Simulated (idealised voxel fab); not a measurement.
process module | voxel wiring stack
cross-section cut | 195 nm wide | cells 5 nm
A cross-section is a grid of square cells, given in bands from the top down. A band is one or more rows of cells.
Each band's line starts with the height of the band's top and of its bottom, in nm. Then come its materials from left to right, each with its width in nm. One material with "throughout" fills the band from edge to edge. "air" is empty space.
Height 0 is the level under which the wafer as received is all one material. The lowest band goes on downwards, as in "0 down".
A width such as "30 to 40" changes by the same amount from each row of cells to the next, from the band's top row to its bottom row.
"no change" after a step means that no cell of the cross-section changed.
closed voids: empty space of 8 cells or more with no open way to the top, each as width x height at its distance from the left edge, in nm
after a step's settings: what the simulator itself notes on the step
overlay nm, on a step with a mask: how far to the right of its planned place the mask lay; to the left if negative
plan
1 op RECEIVE | material Si
2 op CONFORMAL_DEP | material SiO2 | thk nm 10
3 op DIRECTIONAL_DEP | material TiN | thk nm 5
4 op DIRECTIONAL_DEP | material Ru | thk nm 20
5 op PATTERN | tone cover | mask id METAL_1 | material resist | width nm 30 | pitch nm 45 | thk nm 15 | overlay nm 0
6 op DIRECTIONAL_ETCH | etch materials Ru | depth nm 20
7 op DIRECTIONAL_ETCH | etch materials TiN | depth nm 5
8 op STRIP | etch materials resist
9 op FILL_DEP | material lowk | thk nm 10
10 op CMP | height nm 35
11 op CONFORMAL_DEP | material SiCN | thk nm 5
12 op DIRECTIONAL_DEP | material lowk | thk nm 20
13 op DIRECTIONAL_DEP | material aC | thk nm 15
14 op PATTERN | tone open | mask id PLUG_1 | material resist | width nm 15 | pitch nm 45 | thk nm 35 | overlay nm 0
15 op DIRECTIONAL_ETCH | etch materials aC | depth nm 15
16 op STRIP | etch materials resist
17 op DIRECTIONAL_ETCH | etch materials lowk | depth nm 20
18 op DIRECTIONAL_ETCH | etch materials SiCN | depth nm 5
19 op STRIP | etch materials aC
20 op CONFORMAL_DEP | material TiN | thk nm 5
21 op FILL_DEP | material Ru | thk nm 10
22 op CMP | height nm 60
23 op DIRECTIONAL_DEP | material TiN | thk nm 5
24 op DIRECTIONAL_DEP | material W | thk nm 15
25 op PATTERN | tone cover | mask id METAL_2 | material resist | width nm 30 | pitch nm 45 | thk nm 15 | overlay nm 0
26 op DIRECTIONAL_ETCH | etch materials W | depth nm 15
27 op DIRECTIONAL_ETCH | etch materials TiN | depth nm 5
28 op STRIP | etch materials resist
29 op FILL_DEP | material lowk | thk nm 10
30 op CMP | height nm 80
31 op CONFORMAL_DEP | material SiCN | thk nm 5
32 op DIRECTIONAL_DEP | material SiO2 | thk nm 35
33 op DIRECTIONAL_DEP | material aC | thk nm 10
34 op PATTERN | tone open | mask id METAL_3 | material resist | width nm 30 | pitch nm 45 | thk nm 30 | overlay nm 0
35 op DIRECTIONAL_ETCH | etch materials aC | depth nm 10
36 op STRIP | etch materials resist
37 op DIRECTIONAL_ETCH | etch materials SiO2 | depth nm 20
38 op STRIP | etch materials aC
39 op DIRECTIONAL_DEP | material aC | thk nm 15
40 op PATTERN | tone open | mask id METAL_3_HOLES | material resist | width nm 15 | pitch nm 90 | thk nm 30 | overlay nm 0
41 op DIRECTIONAL_ETCH | etch materials aC | depth nm 15
42 op STRIP | etch materials resist
43 op DIRECTIONAL_ETCH | etch materials SiO2 | depth nm 15
44 op DIRECTIONAL_ETCH | etch materials SiCN | depth nm 5
45 op STRIP | etch materials aC
46 op CONFORMAL_DEP | material TiN | thk nm 5
47 op FILL_DEP | material Ru | thk nm 5
48 op CMP | height nm 120
49 op CONFORMAL_DEP | material SiCN | thk nm 5
as received, after step 1
  0 down: Si throughout
  closed voids: none
first wafer at the end, as planned
  125 to 120: SiCN throughout
  120 to 105: SiO2 15 | TiN 5 | Ru 20 | TiN 5 | SiO2 15 | TiN 5 | Ru 20 | TiN 5 | SiO2 15 | TiN 5 | Ru 20 | TiN 5 | SiO2 15 | TiN 5 | Ru 20 | TiN 5 | SiO2 15
  105 to 100: SiO2 15 | TiN 5 | Ru 5 | TiN 20 | SiO2 15 | TiN 30 | SiO2 15 | TiN 5 | Ru 5 | TiN 20 | SiO2 15 | TiN 30 | SiO2 15
  100 to 85: SiO2 15 | TiN 5 | Ru 5 | TiN 5 | SiO2 75 | TiN 5 | Ru 5 | TiN 5 | SiO2 75
  85 to 80: SiCN 15 | TiN 15 | SiCN 75 | TiN 15 | SiCN 75
  80 to 65: lowk 15 | W 30 | lowk 15 | W 30 | lowk 15 | W 30 | lowk 15 | W 30 | lowk 15
  65 to 60: lowk 15 | TiN 30 | lowk 15 | TiN 30 | lowk 15 | TiN 30 | lowk 15 | TiN 30 | lowk 15
  60 to 40: lowk 15 | TiN 5 | Ru 5 | TiN 5 | lowk 30 | TiN 5 | Ru 5 | TiN 5 | lowk 30 | TiN 5 | Ru 5 | TiN 5 | lowk 30 | TiN 5 | Ru 5 | TiN 5 | lowk 30
  40 to 35: SiCN 15 | TiN 15 | SiCN 30 | TiN 15 | SiCN 30 | TiN 15 | SiCN 30 | TiN 15 | SiCN 30
  35 to 15: lowk 15 | Ru 30 | lowk 15 | Ru 30 | lowk 15 | Ru 30 | lowk 15 | Ru 30 | lowk 15
  15 to 10: lowk 15 | TiN 30 | lowk 15 | TiN 30 | lowk 15 | TiN 30 | lowk 15 | TiN 30 | lowk 15
  10 to 0: SiO2 throughout
  0 down: Si throughout
  closed voids: none
second wafer at the end: like start, like plan, one mistake
  125 to 120: SiCN throughout
  120 to 105: SiO2 15 | TiN 5 | Ru 20 | TiN 5 | SiO2 15 | TiN 5 | Ru 20 | TiN 5 | SiO2 15 | TiN 5 | Ru 20 | TiN 5 | SiO2 15 | TiN 5 | Ru 20 | TiN 5 | SiO2 15
  105 to 100: SiO2 15 | TiN 5 | Ru 5 | TiN 20 | SiO2 15 | TiN 30 | SiO2 15 | TiN 5 | Ru 5 | TiN 20 | SiO2 15 | TiN 30 | SiO2 15
  100 to 85: SiO2 15 | TiN 5 | Ru 5 | TiN 5 | SiO2 75 | TiN 5 | Ru 5 | TiN 5 | SiO2 75
  85 to 80: SiCN 15 | TiN 15 | SiCN 75 | TiN 15 | SiCN 75
  80 to 65: lowk 15 | W 30 | lowk 15 | W 30 | lowk 15 | W 30 | lowk 15 | W 30 | lowk 15
  65 to 60: lowk 15 | TiN 30 | lowk 15 | TiN 30 | lowk 15 | TiN 30 | lowk 15 | TiN 30 | lowk 15
  60 to 40: lowk 15 | TiN 5 | Ru 5 | TiN 5 | lowk 30 | TiN 5 | Ru 5 | TiN 5 | lowk 30 | TiN 5 | Ru 5 | TiN 5 | lowk 30 | TiN 5 | Ru 5 | TiN 5 | lowk 30
  40 to 35: SiCN 15 | TiN 15 | SiCN 30 | TiN 15 | SiCN 30 | TiN 15 | SiCN 30 | TiN 15 | SiCN 30
  35 to 25: lowk throughout
  25 to 5: lowk 15 | Ru 30 | lowk 15 | Ru 30 | lowk 15 | Ru 30 | lowk 15 | Ru 30 | lowk 15
  5 to 0: lowk 15 | TiN 30 | lowk 15 | TiN 30 | lowk 15 | TiN 30 | lowk 15 | TiN 30 | lowk 15
  0 down: Si throughout
  closed voids: none
what went wrong: step 2 was left out
at the end the second wafer has, in cells: 78 fewer of SiO2 | 78 more of lowk
